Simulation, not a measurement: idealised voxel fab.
process module | voxel gate over fins
cross-section cut | 235 nm wide | cells 5 nm
A cross-section is a grid of square cells, given in bands from the top down. A band is one or more rows of cells.
Each band's line starts with the height of the band's top and of its bottom, in nm. Then come its materials from left to right, each with its width in nm. One material with "throughout" fills the band from edge to edge. "air" is empty space.
Height 0 is the level under which the wafer as received is all one material. The lowest band goes on downwards, as in "0 down".
A width such as "30 to 40" changes by the same amount from each row of cells to the next, from the band's top row to its bottom row.
"no change" after a step means that no cell of the cross-section changed.
closed voids: empty space of 8 cells or more with no open way to the top, each as width x height at its distance from the left edge, in nm
after a step's settings: what the simulator itself notes on the step
overlay nm, on a step with a mask: how far to the right of its planned place the mask lay; to the left if negative
plan
1 op RECEIVE | material Si
2 op CONFORMAL_DEP | material SiN | thk nm 5
3 op MASKED_ETCH | tone cover | mask id FINS | width nm 15 | pitch nm 55 | etch materials SiN | depth nm 5 | overlay nm 0
4 op MASKED_ETCH | tone cover | mask id FINS | width nm 15 | pitch nm 55 | etch materials Si | depth nm 40 | overlay nm 0
5 op OXIDIZE | depth nm 5
6 op FILL_DEP | material SiO2 | thk nm 5
7 op CMP | height nm 5
8 op MASKED_ETCH | tone open | mask id RAIL | width nm 15 | etch materials SiO2 | depth nm 40 | overlay nm 0
9 op CONFORMAL_DEP | material TiN | thk nm 5
10 op FILL_DEP | material W | thk nm 5
11 op CMP | height nm 5
12 op SELECTIVE_ETCH | etch materials W Ru TiN | depth nm 25
13 op FILL_DEP | material SiO2 | thk nm 5
14 op CMP | height nm 5
15 op SELECTIVE_ETCH | etch materials SiO2 | depth nm 15
16 op STRIP | etch materials SiN
17 op CONFORMAL_DEP | material HfO2 | thk nm 5
18 op CONFORMAL_DEP | material TiN | thk nm 5
19 op CONFORMAL_DEP | material TiAl | thk nm 5
20 op CONFORMAL_DEP | material TiN | thk nm 5
21 op FILL_DEP | material W | thk nm 10
22 op CMP | height nm 25
23 op CONFORMAL_DEP | material SiN | thk nm 10
first wafer, as planned
as received, after step 1
  0 down: Si throughout
  closed voids: none
after step 2
  5 to 0: SiN throughout
  below 0: unchanged
after step 3
  5 to 0: air 55 | SiN 15 | air 40 | SiN 15 | air 40 | SiN 15 | air 55
  below 0: unchanged
after step 4
  5 to 0: air 55 | SiN 15 | air 40 | SiN 15 | air 40 | SiN 15 | air 55
  0 to -40: air 55 | Si 15 | air 40 | Si 15 | air 40 | Si 15 | air 55
  below -40: unchanged
after step 5
  5 to 0: air 55 | SiN 15 | air 40 | SiN 15 | air 40 | SiN 15 | air 55
  0 to -40: air 55 | SiO2 5 | Si 5 | SiO2 5 | air 40 | SiO2 5 | Si 5 | SiO2 5 | air 40 | SiO2 5 | Si 5 | SiO2 5 | air 55
  -40 to -45: SiO2 60 | Si 5 | SiO2 50 | Si 5 | SiO2 50 | Si 5 | SiO2 60
  below -45: unchanged
after step 6
  10 to 5: SiO2 throughout
  5 to 0: SiO2 55 | SiN 15 | SiO2 40 | SiN 15 | SiO2 40 | SiN 15 | SiO2 55
  0 to -45: SiO2 60 | Si 5 | SiO2 50 | Si 5 | SiO2 50 | Si 5 | SiO2 60
  below -45: unchanged
after step 7
  5 to 0: SiO2 55 | SiN 15 | SiO2 40 | SiN 15 | SiO2 40 | SiN 15 | SiO2 55
  below 0: unchanged
after step 8
  5 to 0: SiO2 55 | SiN 15 | SiO2 10 | air 15 | SiO2 15 | SiN 15 | SiO2 40 | SiN 15 | SiO2 55
  0 to -35: SiO2 60 | Si 5 | SiO2 15 | air 15 | SiO2 20 | Si 5 | SiO2 50 | Si 5 | SiO2 60
  below -35: unchanged
after step 9
  10 to 5: TiN 85 | air 5 | TiN 145
  5 to 0: SiO2 55 | SiN 15 | SiO2 10 | TiN 5 | air 5 | TiN 5 | SiO2 15 | SiN 15 | SiO2 40 | SiN 15 | SiO2 55
  0 to -30: SiO2 60 | Si 5 | SiO2 15 | TiN 5 | air 5 | TiN 5 | SiO2 20 | Si 5 | SiO2 50 | Si 5 | SiO2 60
  -30 to -35: SiO2 60 | Si 5 | SiO2 15 | TiN 15 | SiO2 20 | Si 5 | SiO2 50 | Si 5 | SiO2 60
  below -35: unchanged
after step 10
  15 to 10: W throughout
  10 to 5: TiN 85 | W 5 | TiN 145
  5 to 0: SiO2 55 | SiN 15 | SiO2 10 | TiN 5 | W 5 | TiN 5 | SiO2 15 | SiN 15 | SiO2 40 | SiN 15 | SiO2 55
  0 to -30: SiO2 60 | Si 5 | SiO2 15 | TiN 5 | W 5 | TiN 5 | SiO2 20 | Si 5 | SiO2 50 | Si 5 | SiO2 60
  below -30: unchanged
after step 11
  5 to 0: SiO2 55 | SiN 15 | SiO2 10 | TiN 5 | W 5 | TiN 5 | SiO2 15 | SiN 15 | SiO2 40 | SiN 15 | SiO2 55
  below 0: unchanged
after step 12
  5 to 0: SiO2 55 | SiN 15 | SiO2 10 | air 15 | SiO2 15 | SiN 15 | SiO2 40 | SiN 15 | SiO2 55
  0 to -20: SiO2 60 | Si 5 | SiO2 15 | air 15 | SiO2 20 | Si 5 | SiO2 50 | Si 5 | SiO2 60
  below -20: unchanged
after step 13
  10 to 5: SiO2 throughout
  5 to 0: SiO2 55 | SiN 15 | SiO2 40 | SiN 15 | SiO2 40 | SiN 15 | SiO2 55
  0 to -20: SiO2 60 | Si 5 | SiO2 50 | Si 5 | SiO2 50 | Si 5 | SiO2 60
  below -20: unchanged
after step 14
  5 to 0: SiO2 55 | SiN 15 | SiO2 40 | SiN 15 | SiO2 40 | SiN 15 | SiO2 55
  below 0: unchanged
after step 15
  5 to 0: air 55 | SiN 15 | air 40 | SiN 15 | air 40 | SiN 15 | air 55
  0 to -10: air 60 | Si 5 | air 50 | Si 5 | air 50 | Si 5 | air 60
  below -10: unchanged
after step 16
  0 to -10: air 60 | Si 5 | air 50 | Si 5 | air 50 | Si 5 | air 60
  below -10: unchanged
after step 17
  5 to 0: air 55 | HfO2 15 | air 40 | HfO2 15 | air 40 | HfO2 15 | air 55
  0 to -5: air 55 | HfO2 5 | Si 5 | HfO2 5 | air 40 | HfO2 5 | Si 5 | HfO2 5 | air 40 | HfO2 5 | Si 5 | HfO2 5 | air 55
  -5 to -10: HfO2 60 | Si 5 | HfO2 50 | Si 5 | HfO2 50 | Si 5 | HfO2 60
  below -10: unchanged
after step 18
  10 to 5: air 50 | TiN 25 | air 30 | TiN 25 | air 30 | TiN 25 | air 50
  5 to 0: air 50 | TiN 5 | HfO2 15 | TiN 5 | air 30 | TiN 5 | HfO2 15 | TiN 5 | air 30 | TiN 5 | HfO2 15 | TiN 5 | air 50
  0 to -5: TiN 55 | HfO2 5 | Si 5 | HfO2 5 | TiN 40 | HfO2 5 | Si 5 | HfO2 5 | TiN 40 | HfO2 5 | Si 5 | HfO2 5 | TiN 55
  below -5: unchanged
after step 19
  15 to 10: air 45 | TiAl 35 | air 20 | TiAl 35 | air 20 | TiAl 35 | air 45
  10 to 5: air 45 | TiAl 5 | TiN 25 | TiAl 5 | air 20 | TiAl 5 | TiN 25 | TiAl 5 | air 20 | TiAl 5 | TiN 25 | TiAl 5 | air 45
  5 to 0: TiAl 50 | TiN 5 | HfO2 15 | TiN 5 | TiAl 30 | TiN 5 | HfO2 15 | TiN 5 | TiAl 30 | TiN 5 | HfO2 15 | TiN 5 | TiAl 50
  below 0: unchanged
after step 20
  20 to 15: air 40 | TiN 45 | air 10 | TiN 45 | air 10 | TiN 45 | air 40
  15 to 10: air 40 | TiN 5 | TiAl 35 | TiN 5 | air 10 | TiN 5 | TiAl 35 | TiN 5 | air 10 | TiN 5 | TiAl 35 | TiN 5 | air 40
  10 to 5: TiN 45 | TiAl 5 | TiN 25 | TiAl 5 | TiN 20 | TiAl 5 | TiN 25 | TiAl 5 | TiN 20 | TiAl 5 | TiN 25 | TiAl 5 | TiN 45
  below 5: unchanged
after step 21
  30 to 20: W throughout
  20 to 15: W 40 | TiN 45 | W 10 | TiN 45 | W 10 | TiN 45 | W 40
  15 to 10: W 40 | TiN 5 | TiAl 35 | TiN 5 | W 10 | TiN 5 | TiAl 35 | TiN 5 | W 10 | TiN 5 | TiAl 35 | TiN 5 | W 40
  below 10: unchanged
after step 22
  25 to 20: W throughout
  below 20: unchanged
after step 23
  35 to 25: SiN throughout
  below 25: unchanged
second wafer: like start, like plan, one mistake. Through step 19 it matches the first wafer
when step 20 should have ended
  30 to 20: air 30 | TiN 175 | air 30
  20 to 15: TiN throughout
  15 to 10: TiN 45 | TiAl 35 | TiN 20 | TiAl 35 | TiN 20 | TiAl 35 | TiN 45
  10 to 5: TiN 45 | TiAl 5 | TiN 25 | TiAl 5 | TiN 20 | TiAl 5 | TiN 25 | TiAl 5 | TiN 20 | TiAl 5 | TiN 25 | TiAl 5 | TiN 45
  below 5: unchanged
when step 21 should have ended
  40 to 30: W throughout
  30 to 20: W 30 | TiN 175 | W 30
  below 20: unchanged
when step 22 should have ended
  25 to 20: W 30 | TiN 175 | W 30
  below 20: unchanged
when step 23 should have ended
  35 to 25: SiN throughout
  below 25: unchanged
what went wrong: step 20 ran as: op CONFORMAL_DEP | material TiN | thk nm 15
at the end the second wafer has, in cells: 75 more of TiN | 75 fewer of W
